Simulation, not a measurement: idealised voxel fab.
Documented hereafter: the process module known as voxel released beams.
Displayed cross-section: cut, width of 220 nm, square cells sized 5 nm.
We lay out every cross-section as a grid of square cells and spell it out in bands from the top down, where one band means one or more rows of cells. Heads up on the band format: heights come first, top then bottom, in nm. After that it's the materials left to right, each with its width in nm. A single material flagged "throughout" fills the whole band edge to edge, and "blank" means there's empty space there. We count height from 0. Below that, the starting wafer is all one material. The lowest band never ends at the bottom but goes on down; see "0 nm and below" for how that is written. Graded width ("30..40"): value in top row of band = first number; value in bottom row = second number; row-to-row change constant. Any step labelled "no alteration" changed none of the cells in the cross-section. The label "Trapped void list" introduces a list of the empty spaces, 8 cells or larger, that have no open way up to the top; each entry in it reads width x height at distance, where the distance is taken from the left edge and all three are stated in nm. after a step's settings: what the simulator itself notes on the step. "overlay nm" denotes, for a step that has a mask, the displacement of the mask to the right of its planned place, with negative values corresponding to the left. Pairs from here to the end. Each: cross-section before one process step, cross-section after it, the latter only as far down as the lowest band that changed. Under each: the step between, and its settings. Mind that the pairs may be taken from different runs of this module on the same starting wafer; whether a pair continues from the pair above depends on its entry headed "Pre-step condition", and it does only where that entry says so.
Pre-step condition
* 0 nm and below: Si throughout
* Trapped void list: none
Sectional Result
* 10 nm to 0 nm: Al2O3 throughout
* At heights below 0, the structure remains unaltered.
* Trapped void list: none
Connecting step for the cross-sections above: CONFORMAL_DEP: material Al2O3, thk nm 10
Pre-step condition: unchanged from the after cross-section in the pair immediately above; refer to that figure.
Sectional Result
* 20 nm to 10 nm: SiO2 throughout
* At heights below 10, the structure remains unaltered.
* Trapped void list: none
Connecting step for the cross-sections above: DIRECTIONAL_DEP: material SiO2, thk nm 10
Pre-step condition: unchanged from the after cross-section in the pair immediately above; refer to that figure.
Sectional Result
* 35 nm to 20 nm: resist 70  blank 35  resist 115
* At heights below 20, the structure remains unaltered.
* Trapped void list: none
Connecting step for the cross-sections above: PATTERN: tone open, mask id ANCHOR, material resist, width nm 35, thk nm 15, overlay nm 0
Pre-step condition: unchanged from the after cross-section in the pair immediately above; refer to that figure.
Sectional Result
* 35 nm to 20 nm: resist 70  blank 35  resist 115
* 20 nm to 10 nm: SiO2 70  blank 35  SiO2 115
* At heights below 10, the structure remains unaltered.
* Trapped void list: none
Connecting step for the cross-sections above: DIRECTIONAL_ETCH: etch materials SiO2, depth nm 10
Pre-step condition: unchanged from the after cross-section in the pair immediately above; refer to that figure.
Sectional Result
* 20 nm to 10 nm: SiO2 70  blank 35  SiO2 115
* At heights below 10, the structure remains unaltered.
* Trapped void list: none
Connecting step for the cross-sections above: STRIP: etch materials resist
Pre-step condition: unchanged from the after cross-section in the pair immediately above; refer to that figure.
Sectional Result
* 35 nm to 25 nm: polySi 85  blank 5  polySi 130
* 25 nm to 20 nm: polySi throughout
* 20 nm to 10 nm: SiO2 70  polySi 35  SiO2 115
* At heights below 10, the structure remains unaltered.
* Trapped void list: none
Connecting step for the cross-sections above: CONFORMAL_DEP: material polySi, thk nm 15
Pre-step condition: unchanged from the after cross-section in the pair immediately above; refer to that figure.
Sectional Result
* 50 nm to 40 nm: aC 85  blank 5  aC 130
* 40 nm to 35 nm: aC throughout
* 35 nm to 25 nm: polySi 85  aC 5  polySi 130
* At heights below 25, the structure remains unaltered.
* Trapped void list: none
Connecting step for the cross-sections above: DIRECTIONAL_DEP: material aC, thk nm 15
Pre-step condition: unchanged from the after cross-section in the pair immediately above; refer to that figure.
Sectional Result
* 80 nm to 50 nm: blank 65  resist 85  blank 70
* 50 nm to 40 nm: aC 85  resist 5  aC 130
* At heights below 40, the structure remains unaltered.
* Trapped void list: none
Connecting step for the cross-sections above: PATTERN: tone cover, mask id BEAM, material resist, width nm 85, thk nm 30, overlay nm 0
Pre-step condition: unchanged from the after cross-section in the pair immediately above; refer to that figure.
Sectional Result
* 65 nm to 50 nm: blank 65  resist 85  blank 70
* 50 nm to 40 nm: blank 65  aC 20  resist 5  aC 60  blank 70
* 40 nm to 35 nm: blank 65  aC 85  blank 70
* At heights below 35, the structure remains unaltered.
* Trapped void list: none
Connecting step for the cross-sections above: DIRECTIONAL_ETCH: etch materials aC, depth nm 15
Pre-step condition: unchanged from the after cross-section in the pair immediately above; refer to that figure.
Sectional Result
* 50 nm to 40 nm: blank 65  aC 20  blank 5  aC 60  blank 70
* At heights below 40, the structure remains unaltered.
* Trapped void list: none
Connecting step for the cross-sections above: STRIP: etch materials resist
Pre-step condition: unchanged from the after cross-section in the pair immediately above; refer to that figure.
Sectional Result
* 50 nm to 40 nm: blank 65  aC 20  blank 5  aC 60  blank 70
* 40 nm to 35 nm: blank 65  aC 85  blank 70
* 35 nm to 25 nm: blank 65  polySi 20  aC 5  polySi 60  blank 70
* 25 nm to 20 nm: blank 65  polySi 85  blank 70
* At heights below 20, the structure remains unaltered.
* Trapped void list: none
Connecting step for the cross-sections above: DIRECTIONAL_ETCH: etch materials polySi, depth nm 15
Pre-step condition: unchanged from the after cross-section in the pair immediately above; refer to that figure.
Sectional Result
* 35 nm to 25 nm: blank 65  polySi 20  blank 5  polySi 60  blank 70
* At heights below 25, the structure remains unaltered.
* Trapped void list: none
Connecting step for the cross-sections above: STRIP: etch materials aC
Pre-step condition: unchanged from the after cross-section in the pair immediately above; refer to that figure.
Sectional Result
* 35 nm to 25 nm: blank 65  polySi 20  blank 5  polySi 60  blank 70
* 25 nm to 20 nm: blank 65  polySi 85  blank 70
* 20 nm to 10 nm: blank 70  polySi 35  blank 115
* At heights below 10, the structure remains unaltered.
* Trapped void list: none
Connecting step for the cross-sections above: STRIP: etch materials SiO2
Pre-step condition
* 0 nm and below: Si throughout
* Trapped void list: none
Sectional Result
* 10 nm to 0 nm: SiO2 throughout
* At heights below 0, the structure remains unaltered.
* Trapped void list: none
Connecting step for the cross-sections above: DIRECTIONAL_DEP: material SiO2, thk nm 10
Pre-step condition: unchanged from the after cross-section in the pair immediately above; refer to that figure.
Sectional Result
* 25 nm to 10 nm: resist 70  blank 35  resist 115
* At heights below 10, the structure remains unaltered.
* Trapped void list: none
Connecting step for the cross-sections above: PATTERN: tone open, mask id ANCHOR, material resist, width nm 35, thk nm 15, overlay nm 0
Pre-step condition: unchanged from the after cross-section in the pair immediately above; refer to that figure.
Sectional Result
* 25 nm to 10 nm: resist 70  blank 35  resist 115
* 10 nm to 0 nm: SiO2 70  blank 35  SiO2 115
* At heights below 0, the structure remains unaltered.
* Trapped void list: none
Connecting step for the cross-sections above: DIRECTIONAL_ETCH: etch materials SiO2, depth nm 10
Pre-step condition: unchanged from the after cross-section in the pair immediately above; refer to that figure.
Sectional Result
* 10 nm to 0 nm: SiO2 70  blank 35  SiO2 115
* At heights below 0, the structure remains unaltered.
* Trapped void list: none
Connecting step for the cross-sections above: STRIP: etch materials resist
Pre-step condition: unchanged from the after cross-section in the pair immediately above; refer to that figure.
Sectional Result
* 25 nm to 15 nm: polySi 85  blank 5  polySi 130
* 15 nm to 10 nm: polySi throughout
* 10 nm to 0 nm: SiO2 70  polySi 35  SiO2 115
* At heights below 0, the structure remains unaltered.
* Trapped void list: none
Connecting step for the cross-sections above: CONFORMAL_DEP: material polySi, thk nm 15
Pre-step condition: unchanged from the after cross-section in the pair immediately above; refer to that figure.
Sectional Result
* 40 nm to 30 nm: aC 85  blank 5  aC 130
* 30 nm to 25 nm: aC throughout
* 25 nm to 15 nm: polySi 85  aC 5  polySi 130
* At heights below 15, the structure remains unaltered.
* Trapped void list: none
Connecting step for the cross-sections above: DIRECTIONAL_DEP: material aC, thk nm 15
Pre-step condition: unchanged from the after cross-section in the pair immediately above; refer to that figure.
Sectional Result
* 70 nm to 40 nm: blank 65  resist 85  blank 70
* 40 nm to 30 nm: aC 85  resist 5  aC 130
* At heights below 30, the structure remains unaltered.
* Trapped void list: none
Connecting step for the cross-sections above: PATTERN: tone cover, mask id BEAM, material resist, width nm 85, thk nm 30, overlay nm 0
Pre-step condition: unchanged from the after cross-section in the pair immediately above; refer to that figure.
Sectional Result
* 55 nm to 40 nm: blank 65  resist 85  blank 70
* 40 nm to 30 nm: blank 65  aC 20  resist 5  aC 60  blank 70
* 30 nm to 25 nm: blank 65  aC 85  blank 70
* At heights below 25, the structure remains unaltered.
* Trapped void list: none
Connecting step for the cross-sections above: DIRECTIONAL_ETCH: etch materials aC, depth nm 15
Pre-step condition: unchanged from the after cross-section in the pair immediately above; refer to that figure.
Sectional Result
* 40 nm to 30 nm: blank 65  aC 20  blank 5  aC 60  blank 70
* At heights below 30, the structure remains unaltered.
* Trapped void list: none
Connecting step for the cross-sections above: STRIP: etch materials resist
Pre-step condition: unchanged from the after cross-section in the pair immediately above; refer to that figure.
Sectional Result
* 40 nm to 30 nm: blank 65  aC 20  blank 5  aC 60  blank 70
* 30 nm to 25 nm: blank 65  aC 85  blank 70
* 25 nm to 15 nm: blank 65  polySi 20  aC 5  polySi 60  blank 70
* 15 nm to 10 nm: blank 65  polySi 85  blank 70
* At heights below 10, the structure remains unaltered.
* Trapped void list: none
Connecting step for the cross-sections above: DIRECTIONAL_ETCH: etch materials polySi, depth nm 15
Pre-step condition: unchanged from the after cross-section in the pair immediately above; refer to that figure.
Sectional Result
* 25 nm to 15 nm: blank 65  polySi 20  blank 5  polySi 60  blank 70
* At heights below 15, the structure remains unaltered.
* Trapped void list: none
Connecting step for the cross-sections above: STRIP: etch materials aC
Pre-step condition: unchanged from the after cross-section in the pair immediately above; refer to that figure.
Sectional Result
* 25 nm to 15 nm: blank 65  polySi 20  blank 5  polySi 60  blank 70
* 15 nm to 10 nm: blank 65  polySi 85  blank 70
* 10 nm to 0 nm: blank 70  polySi 35  blank 115
* At heights below 0, the structure remains unaltered.
* Trapped void list: none
Connecting step for the cross-sections above: STRIP: etch materials SiO2
Pre-step condition
* 35 nm to 25 nm: polySi 85  blank 5  polySi 130
* 25 nm to 20 nm: polySi throughout
* 20 nm to 10 nm: SiO2 70  polySi 35  SiO2 115
* 10 nm to 0 nm: Al2O3 throughout
* 0 nm and below: Si throughout
* Trapped void list: none
Sectional Result
* 50 nm to 20 nm: polySi throughout
* At heights below 20, the structure remains unaltered.
* Trapped void list: none
Connecting step for the cross-sections above: CONFORMAL_DEP: material polySi, thk nm 15
Pre-step condition: unchanged from the after cross-section in the pair immediately above; refer to that figure.
Sectional Result
* 65 nm to 50 nm: aC throughout
* At heights below 50, the structure remains unaltered.
* Trapped void list: none
Connecting step for the cross-sections above: DIRECTIONAL_DEP: material aC, thk nm 15
Pre-step condition: unchanged from the after cross-section in the pair immediately above; refer to that figure.
Sectional Result
* 95 nm to 65 nm: blank 65  resist 85  blank 70
* At heights below 65, the structure remains unaltered.
* Trapped void list: none
Connecting step for the cross-sections above: PATTERN: tone cover, mask id BEAM, material resist, width nm 85, thk nm 30, overlay nm 0
Pre-step condition: unchanged from the after cross-section in the pair immediately above; refer to that figure.
Sectional Result
* 80 nm to 65 nm: blank 65  resist 85  blank 70
* 65 nm to 50 nm: blank 65  aC 85  blank 70
* At heights below 50, the structure remains unaltered.
* Trapped void list: none
Connecting step for the cross-sections above: DIRECTIONAL_ETCH: etch materials aC, depth nm 15
Pre-step condition: unchanged from the after cross-section in the pair immediately above; refer to that figure.
Sectional Result
* 65 nm to 50 nm: blank 65  aC 85  blank 70
* At heights below 50, the structure remains unaltered.
* Trapped void list: none
Connecting step for the cross-sections above: STRIP: etch materials resist
Pre-step condition: unchanged from the after cross-section in the pair immediately above; refer to that figure.
Sectional Result
* 65 nm to 50 nm: blank 65  aC 85  blank 70
* 50 nm to 35 nm: blank 65  polySi 85  blank 70
* At heights below 35, the structure remains unaltered.
* Trapped void list: none
Connecting step for the cross-sections above: DIRECTIONAL_ETCH: etch materials polySi, depth nm 15
Pre-step condition: unchanged from the after cross-section in the pair immediately above; refer to that figure.
Sectional Result
* 50 nm to 35 nm: blank 65  polySi 85  blank 70
* At heights below 35, the structure remains unaltered.
* Trapped void list: none
Connecting step for the cross-sections above: STRIP: etch materials aC
Pre-step condition
* 10 nm to 0 nm: SiO2 throughout
* 0 nm and below: Si throughout
* Trapped void list: none
Sectional Result
* 20 nm to 10 nm: Al2O3 throughout
* At heights below 10, the structure remains unaltered.
* Trapped void list: none
Connecting step for the cross-sections above: CONFORMAL_DEP: material Al2O3, thk nm 10
Pre-step condition: unchanged from the after cross-section in the pair immediately above; refer to that figure.
Sectional Result
* 35 nm to 20 nm: resist 70  blank 35  resist 115
* At heights below 20, the structure remains unaltered.
* Trapped void list: none
Connecting step for the cross-sections above: PATTERN: tone open, mask id ANCHOR, material resist, width nm 35, thk nm 15, overlay nm 0
Pre-step condition: unchanged from the after cross-section in the pair immediately above; refer to that figure.
Sectional Result
* 20 nm to 10 nm: Al2O3 throughout
* At heights below 10, the structure remains unaltered.
* Trapped void list: none
Connecting step for the cross-sections above: STRIP: etch materials resist
Pre-step condition: unchanged from the after cross-section in the pair immediately above; refer to that figure.
Sectional Result
* 35 nm to 20 nm: polySi throughout
* At heights below 20, the structure remains unaltered.
* Trapped void list: none
Connecting step for the cross-sections above: CONFORMAL_DEP: material polySi, thk nm 15
Pre-step condition: unchanged from the after cross-section in the pair immediately above; refer to that figure.
Sectional Result
* 50 nm to 35 nm: aC throughout
* At heights below 35, the structure remains unaltered.
* Trapped void list: none
Connecting step for the cross-sections above: DIRECTIONAL_DEP: material aC, thk nm 15
Pre-step condition: unchanged from the after cross-section in the pair immediately above; refer to that figure.
Sectional Result
* 80 nm to 50 nm: blank 65  resist 85  blank 70
* At heights below 50, the structure remains unaltered.
* Trapped void list: none
Connecting step for the cross-sections above: PATTERN: tone cover, mask id BEAM, material resist, width nm 85, thk nm 30, overlay nm 0
Pre-step condition: unchanged from the after cross-section in the pair immediately above; refer to that figure.
Sectional Result
* 65 nm to 50 nm: blank 65  resist 85  blank 70
* 50 nm to 35 nm: blank 65  aC 85  blank 70
* At heights below 35, the structure remains unaltered.
* Trapped void list: none
Connecting step for the cross-sections above: DIRECTIONAL_ETCH: etch materials aC, depth nm 15
Pre-step condition: unchanged from the after cross-section in the pair immediately above; refer to that figure.
Sectional Result
* 50 nm to 35 nm: blank 65  aC 85  blank 70
* At heights below 35, the structure remains unaltered.
* Trapped void list: none
Connecting step for the cross-sections above: STRIP: etch materials resist
Pre-step condition: unchanged from the after cross-section in the pair immediately above; refer to that figure.
Sectional Result
* 50 nm to 35 nm: blank 65  aC 85  blank 70
* 35 nm to 20 nm: blank 65  polySi 85  blank 70
* At heights below 20, the structure remains unaltered.
* Trapped void list: none
Connecting step for the cross-sections above: DIRECTIONAL_ETCH: etch materials polySi, depth nm 15
Pre-step condition: unchanged from the after cross-section in the pair immediately above; refer to that figure.
Sectional Result
* 35 nm to 20 nm: blank 65  polySi 85  blank 70
* At heights below 20, the structure remains unaltered.
* Trapped void list: none
Connecting step for the cross-sections above: STRIP: etch materials aC
Pre-step condition
* 0 nm and below: Si throughout
* Trapped void list: none
Sectional Result
* 5 nm to 0 nm: Al2O3 throughout
* At heights below 0, the structure remains unaltered.
* Trapped void list: none
Connecting step for the cross-sections above: CONFORMAL_DEP: material Al2O3, thk nm 5
Pre-step condition: unchanged from the after cross-section in the pair immediately above; refer to that figure.
Sectional Result
* 15 nm to 5 nm: SiO2 throughout
* At heights below 5, the structure remains unaltered.
* Trapped void list: none
Connecting step for the cross-sections above: DIRECTIONAL_DEP: material SiO2, thk nm 10
Pre-step condition: unchanged from the after cross-section in the pair immediately above; refer to that figure.
Sectional Result
* 30 nm to 15 nm: resist 70  blank 35  resist 115
* At heights below 15, the structure remains unaltered.
* Trapped void list: none
Connecting step for the cross-sections above: PATTERN: tone open, mask id ANCHOR, material resist, width nm 35, thk nm 15, overlay nm 0
Pre-step condition: unchanged from the after cross-section in the pair immediately above; refer to that figure.
Sectional Result
* 30 nm to 15 nm: resist 70  blank 35  resist 115
* 15 nm to 5 nm: SiO2 70  blank 35  SiO2 115
* At heights below 5, the structure remains unaltered.
* Trapped void list: none
Connecting step for the cross-sections above: DIRECTIONAL_ETCH: etch materials SiO2, depth nm 10
Pre-step condition: unchanged from the after cross-section in the pair immediately above; refer to that figure.
Sectional Result
* 15 nm to 5 nm: SiO2 70  blank 35  SiO2 115
* At heights below 5, the structure remains unaltered.
* Trapped void list: none
Connecting step for the cross-sections above: STRIP: etch materials resist
Pre-step condition: unchanged from the after cross-section in the pair immediately above; refer to that figure.
Sectional Result
* 30 nm to 20 nm: polySi 85  blank 5  polySi 130
* 20 nm to 15 nm: polySi throughout
* 15 nm to 5 nm: SiO2 70  polySi 35  SiO2 115
* At heights below 5, the structure remains unaltered.
* Trapped void list: none
Connecting step for the cross-sections above: CONFORMAL_DEP: material polySi, thk nm 15
Pre-step condition: unchanged from the after cross-section in the pair immediately above; refer to that figure.
Sectional Result
* 45 nm to 35 nm: aC 85  blank 5  aC 130
* 35 nm to 30 nm: aC throughout
* 30 nm to 20 nm: polySi 85  aC 5  polySi 130
* At heights below 20, the structure remains unaltered.
* Trapped void list: none
Connecting step for the cross-sections above: DIRECTIONAL_DEP: material aC, thk nm 15
Pre-step condition: unchanged from the after cross-section in the pair immediately above; refer to that figure.
Sectional Result
* 75 nm to 45 nm: blank 65  resist 85  blank 70
* 45 nm to 35 nm: aC 85  resist 5  aC 130
* At heights below 35, the structure remains unaltered.
* Trapped void list: none
Connecting step for the cross-sections above: PATTERN: tone cover, mask id BEAM, material resist, width nm 85, thk nm 30, overlay nm 0
Pre-step condition: unchanged from the after cross-section in the pair immediately above; refer to that figure.
Sectional Result
* 60 nm to 45 nm: blank 65  resist 85  blank 70
* 45 nm to 35 nm: blank 65  aC 20  resist 5  aC 60  blank 70
* 35 nm to 30 nm: blank 65  aC 85  blank 70
* At heights below 30, the structure remains unaltered.
* Trapped void list: none
Connecting step for the cross-sections above: DIRECTIONAL_ETCH: etch materials aC, depth nm 15
Pre-step condition: unchanged from the after cross-section in the pair immediately above; refer to that figure.
Sectional Result
* 45 nm to 35 nm: blank 65  aC 20  blank 5  aC 60  blank 70
* At heights below 35, the structure remains unaltered.
* Trapped void list: none
Connecting step for the cross-sections above: STRIP: etch materials resist
Pre-step condition: unchanged from the after cross-section in the pair immediately above; refer to that figure.
Sectional Result
* 45 nm to 35 nm: blank 65  aC 20  blank 5  aC 60  blank 70
* 35 nm to 30 nm: blank 65  aC 85  blank 70
* 30 nm to 20 nm: blank 65  polySi 20  aC 5  polySi 60  blank 70
* 20 nm to 15 nm: blank 65  polySi 85  blank 70
* At heights below 15, the structure remains unaltered.
* Trapped void list: none
Connecting step for the cross-sections above: DIRECTIONAL_ETCH: etch materials polySi, depth nm 15
Pre-step condition: unchanged from the after cross-section in the pair immediately above; refer to that figure.
Sectional Result
* 30 nm to 20 nm: blank 65  polySi 20  blank 5  polySi 60  blank 70
* At heights below 20, the structure remains unaltered.
* Trapped void list: none
Connecting step for the cross-sections above: STRIP: etch materials aC
Pre-step condition: unchanged from the after cross-section in the pair immediately above; refer to that figure.
Sectional Result
* 30 nm to 20 nm: blank 65  polySi 20  blank 5  polySi 60  blank 70
* 20 nm to 15 nm: blank 65  polySi 85  blank 70
* 15 nm to 5 nm: blank 70  polySi 35  blank 115
* At heights below 5, the structure remains unaltered.
* Trapped void list: none
Connecting step for the cross-sections above: STRIP: etch materials SiO2
Pre-step condition
* 50 nm to 40 nm: aC 85  blank 5  aC 130
* 40 nm to 35 nm: aC throughout
* 35 nm to 25 nm: polySi 85  aC 5  polySi 130
* 25 nm to 20 nm: polySi throughout
* 20 nm to 10 nm: SiO2 70  polySi 35  SiO2 115
* 10 nm to 0 nm: Al2O3 throughout
* 0 nm and below: Si throughout
* Trapped void list: none
Sectional Result
* 80 nm to 50 nm: blank 60  resist 95  blank 65
* 50 nm to 40 nm: aC 85  resist 5  aC 130
* At heights below 40, the structure remains unaltered.
* Trapped void list: none
Connecting step for the cross-sections above: PATTERN: tone cover, mask id BEAM, material resist, width nm 95, thk nm 30, overlay nm 0
Pre-step condition: unchanged from the after cross-section in the pair immediately above; refer to that figure.
Sectional Result
* 65 nm to 50 nm: blank 60  resist 95  blank 65
* 50 nm to 40 nm: blank 60  aC 25  resist 5  aC 65  blank 65
* 40 nm to 35 nm: blank 60  aC 95  blank 65
* At heights below 35, the structure remains unaltered.
* Trapped void list: none
Connecting step for the cross-sections above: DIRECTIONAL_ETCH: etch materials aC, depth nm 15
Pre-step condition: unchanged from the after cross-section in the pair immediately above; refer to that figure.
Sectional Result
* 50 nm to 40 nm: blank 60  aC 25  blank 5  aC 65  blank 65
* At heights below 40, the structure remains unaltered.
* Trapped void list: none
Connecting step for the cross-sections above: STRIP: etch materials resist
Pre-step condition: unchanged from the after cross-section in the pair immediately above; refer to that figure.
Sectional Result
* 50 nm to 40 nm: blank 60  aC 25  blank 5  aC 65  blank 65
* 40 nm to 35 nm: blank 60  aC 95  blank 65
* 35 nm to 25 nm: blank 60  polySi 25  aC 5  polySi 65  blank 65
* 25 nm to 20 nm: blank 60  polySi 95  blank 65
* At heights below 20, the structure remains unaltered.
* Trapped void list: none
Connecting step for the cross-sections above: DIRECTIONAL_ETCH: etch materials polySi, depth nm 15
Pre-step condition: unchanged from the after cross-section in the pair immediately above; refer to that figure.
Sectional Result
* 35 nm to 25 nm: blank 60  polySi 25  blank 5  polySi 65  blank 65
* At heights below 25, the structure remains unaltered.
* Trapped void list: none
Connecting step for the cross-sections above: STRIP: etch materials aC
Pre-step condition: unchanged from the after cross-section in the pair immediately above; refer to that figure.
Sectional Result
* 35 nm to 25 nm: blank 60  polySi 25  blank 5  polySi 65  blank 65
* 25 nm to 20 nm: blank 60  polySi 95  blank 65
* 20 nm to 10 nm: blank 70  polySi 35  blank 115
* At heights below 10, the structure remains unaltered.
* Trapped void list: none
Connecting step for the cross-sections above: STRIP: etch materials SiO2
Pre-step condition
* 20 nm to 10 nm: SiO2 throughout
* 10 nm to 0 nm: Al2O3 throughout
* 0 nm and below: Si throughout
* Trapped void list: none
Sectional Result
* 35 nm to 20 nm: resist 80  blank 35  resist 105
* At heights below 20, the structure remains unaltered.
* Trapped void list: none
Connecting step for the cross-sections above: PATTERN: tone open, mask id ANCHOR, material resist, width nm 35, thk nm 15, overlay nm 10
Pre-step condition: unchanged from the after cross-section in the pair immediately above; refer to that figure.
Sectional Result
* 35 nm to 20 nm: resist 80  blank 35  resist 105
* 20 nm to 10 nm: SiO2 80  blank 35  SiO2 105
* At heights below 10, the structure remains unaltered.
* Trapped void list: none
Connecting step for the cross-sections above: DIRECTIONAL_ETCH: etch materials SiO2, depth nm 10
Pre-step condition: unchanged from the after cross-section in the pair immediately above; refer to that figure.
Sectional Result
* 20 nm to 10 nm: SiO2 80  blank 35  SiO2 105
* At heights below 10, the structure remains unaltered.
* Trapped void list: none
Connecting step for the cross-sections above: STRIP: etch materials resist
Pre-step condition: unchanged from the after cross-section in the pair immediately above; refer to that figure.
Sectional Result
* 35 nm to 25 nm: polySi 95  blank 5  polySi 120
* 25 nm to 20 nm: polySi throughout
* 20 nm to 10 nm: SiO2 80  polySi 35  SiO2 105
* At heights below 10, the structure remains unaltered.
* Trapped void list: none
Connecting step for the cross-sections above: CONFORMAL_DEP: material polySi, thk nm 15
Pre-step condition: unchanged from the after cross-section in the pair immediately above; refer to that figure.
Sectional Result
* 50 nm to 40 nm: aC 95  blank 5  aC 120
* 40 nm to 35 nm: aC throughout
* 35 nm to 25 nm: polySi 95  aC 5  polySi 120
* At heights below 25, the structure remains unaltered.
* Trapped void list: none
Connecting step for the cross-sections above: DIRECTIONAL_DEP: material aC, thk nm 15
Pre-step condition: unchanged from the after cross-section in the pair immediately above; refer to that figure.
Sectional Result
* 80 nm to 50 nm: blank 65  resist 85  blank 70
* 50 nm to 40 nm: aC 95  resist 5  aC 120
* At heights below 40, the structure remains unaltered.
* Trapped void list: none
Connecting step for the cross-sections above: PATTERN: tone cover, mask id BEAM, material resist, width nm 85, thk nm 30, overlay nm 0
Pre-step condition: unchanged from the after cross-section in the pair immediately above; refer to that figure.
Sectional Result
* 65 nm to 50 nm: blank 65  resist 85  blank 70
* 50 nm to 40 nm: blank 65  aC 30  resist 5  aC 50  blank 70
* 40 nm to 35 nm: blank 65  aC 85  blank 70
* At heights below 35, the structure remains unaltered.
* Trapped void list: none
Connecting step for the cross-sections above: DIRECTIONAL_ETCH: etch materials aC, depth nm 15
Pre-step condition: unchanged from the after cross-section in the pair immediately above; refer to that figure.
Sectional Result
* 50 nm to 40 nm: blank 65  aC 30  blank 5  aC 50  blank 70
* At heights below 40, the structure remains unaltered.
* Trapped void list: none
Connecting step for the cross-sections above: STRIP: etch materials resist
Pre-step condition: unchanged from the after cross-section in the pair immediately above; refer to that figure.
Sectional Result
* 50 nm to 40 nm: blank 65  aC 30  blank 5  aC 50  blank 70
* 40 nm to 35 nm: blank 65  aC 85  blank 70
* 35 nm to 25 nm: blank 65  polySi 30  aC 5  polySi 50  blank 70
* 25 nm to 20 nm: blank 65  polySi 85  blank 70
* At heights below 20, the structure remains unaltered.
* Trapped void list: none
Connecting step for the cross-sections above: DIRECTIONAL_ETCH: etch materials polySi, depth nm 15
Pre-step condition: unchanged from the after cross-section in the pair immediately above; refer to that figure.
Sectional Result
* 35 nm to 25 nm: blank 65  polySi 30  blank 5  polySi 50  blank 70
* At heights below 25, the structure remains unaltered.
* Trapped void list: none
Connecting step for the cross-sections above: STRIP: etch materials aC
Pre-step condition: unchanged from the after cross-section in the pair immediately above; refer to that figure.
Sectional Result
* 35 nm to 25 nm: blank 65  polySi 30  blank 5  polySi 50  blank 70
* 25 nm to 20 nm: blank 65  polySi 85  blank 70
* 20 nm to 10 nm: blank 80  polySi 35  blank 105
* At heights below 10, the structure remains unaltered.
* Trapped void list: none
Connecting step for the cross-sections above: STRIP: etch materials SiO2
Pre-step condition
* 35 nm to 25 nm: polySi 85  blank 5  polySi 130
* 25 nm to 20 nm: polySi throughout
* 20 nm to 10 nm: SiO2 70  polySi 35  SiO2 115
* 10 nm to 0 nm: Al2O3 throughout
* 0 nm and below: Si throughout
* Trapped void list: none
Sectional Result
* 50 nm to 40 nm: Al2O3 85  blank 5  Al2O3 130
* 40 nm to 35 nm: Al2O3 throughout
* 35 nm to 25 nm: polySi 85  Al2O3 5  polySi 130
* At heights below 25, the structure remains unaltered.
* Trapped void list: none
Connecting step for the cross-sections above: DIRECTIONAL_DEP: material Al2O3, thk nm 15
Pre-step condition: unchanged from the after cross-section in the pair immediately above; refer to that figure.
Sectional Result
* 80 nm to 50 nm: blank 65  resist 85  blank 70
* 50 nm to 40 nm: Al2O3 85  resist 5  Al2O3 130
* At heights below 40, the structure remains unaltered.
* Trapped void list: none
Connecting step for the cross-sections above: PATTERN: tone cover, mask id BEAM, material resist, width nm 85, thk nm 30, overlay nm 0
Pre-step condition: unchanged from the after cross-section in the pair immediately above; refer to that figure.
Sectional Result
* 65 nm to 50 nm: blank 65  resist 85  blank 70
* At heights below 50, the structure remains unaltered.
* Trapped void list: none
Connecting step for the cross-sections above: DIRECTIONAL_ETCH: etch materials aC, depth nm 15
Pre-step condition: unchanged from the after cross-section in the pair immediately above; refer to that figure.
Sectional Result
* 50 nm to 40 nm: Al2O3 85  blank 5  Al2O3 130
* At heights below 40, the structure remains unaltered.
* Trapped void list: none
Connecting step for the cross-sections above: STRIP: etch materials resist
Pre-step condition
* 20 nm to 10 nm: SiO2 throughout
* 10 nm to 0 nm: Al2O3 throughout
* 0 nm and below: Si throughout
* Trapped void list: none
Sectional Result
* 35 nm to 20 nm: blank 70  resist 35  blank 115
* At heights below 20, the structure remains unaltered.
* Trapped void list: none
Connecting step for the cross-sections above: PATTERN: tone cover, mask id ANCHOR, material resist, width nm 35, thk nm 15, overlay nm 0
Pre-step condition: unchanged from the after cross-section in the pair immediately above; refer to that figure.
Sectional Result
* 35 nm to 20 nm: blank 70  resist 35  blank 115
* 20 nm to 10 nm: blank 70  SiO2 35  blank 115
* At heights below 10, the structure remains unaltered.
* Trapped void list: none
Connecting step for the cross-sections above: DIRECTIONAL_ETCH: etch materials SiO2, depth nm 10
Pre-step condition: unchanged from the after cross-section in the pair immediately above; refer to that figure.
Sectional Result
* 20 nm to 10 nm: blank 70  SiO2 35  blank 115
* At heights below 10, the structure remains unaltered.
* Trapped void list: none
Connecting step for the cross-sections above: STRIP: etch materials resist
Pre-step condition: unchanged from the after cross-section in the pair immediately above; refer to that figure.
Sectional Result
* 35 nm to 25 nm: blank 55  polySi 65  blank 100
* 25 nm to 20 nm: polySi throughout
* 20 nm to 10 nm: polySi 70  SiO2 35  polySi 115
* At heights below 10, the structure remains unaltered.
* Trapped void list: none
Connecting step for the cross-sections above: CONFORMAL_DEP: material polySi, thk nm 15
Pre-step condition: unchanged from the after cross-section in the pair immediately above; refer to that figure.
Sectional Result
* 50 nm to 40 nm: blank 55  aC 65  blank 100
* 40 nm to 35 nm: aC throughout
* 35 nm to 25 nm: aC 55  polySi 65  aC 100
* At heights below 25, the structure remains unaltered.
* Trapped void list: none
Connecting step for the cross-sections above: DIRECTIONAL_DEP: material aC, thk nm 15
Pre-step condition: unchanged from the after cross-section in the pair immediately above; refer to that figure.
Sectional Result
* 80 nm to 50 nm: blank 65  resist 85  blank 70
* 50 nm to 40 nm: blank 55  aC 65  resist 30  blank 70
* At heights below 40, the structure remains unaltered.
* Trapped void list: none
Connecting step for the cross-sections above: PATTERN: tone cover, mask id BEAM, material resist, width nm 85, thk nm 30, overlay nm 0
Pre-step condition: unchanged from the after cross-section in the pair immediately above; refer to that figure.
Sectional Result
* 65 nm to 50 nm: blank 65  resist 85  blank 70
* 50 nm to 40 nm: blank 65  aC 55  resist 30  blank 70
* 40 nm to 35 nm: blank 65  aC 85  blank 70
* 35 nm to 25 nm: blank 55  polySi 65  aC 30  blank 70
* At heights below 25, the structure remains unaltered.
* Trapped void list: none
Connecting step for the cross-sections above: DIRECTIONAL_ETCH: etch materials aC, depth nm 15
Pre-step condition: unchanged from the after cross-section in the pair immediately above; refer to that figure.
Sectional Result
* 50 nm to 40 nm: blank 65  aC 55  blank 100
* At heights below 40, the structure remains unaltered.
* Trapped void list: none
Connecting step for the cross-sections above: STRIP: etch materials resist
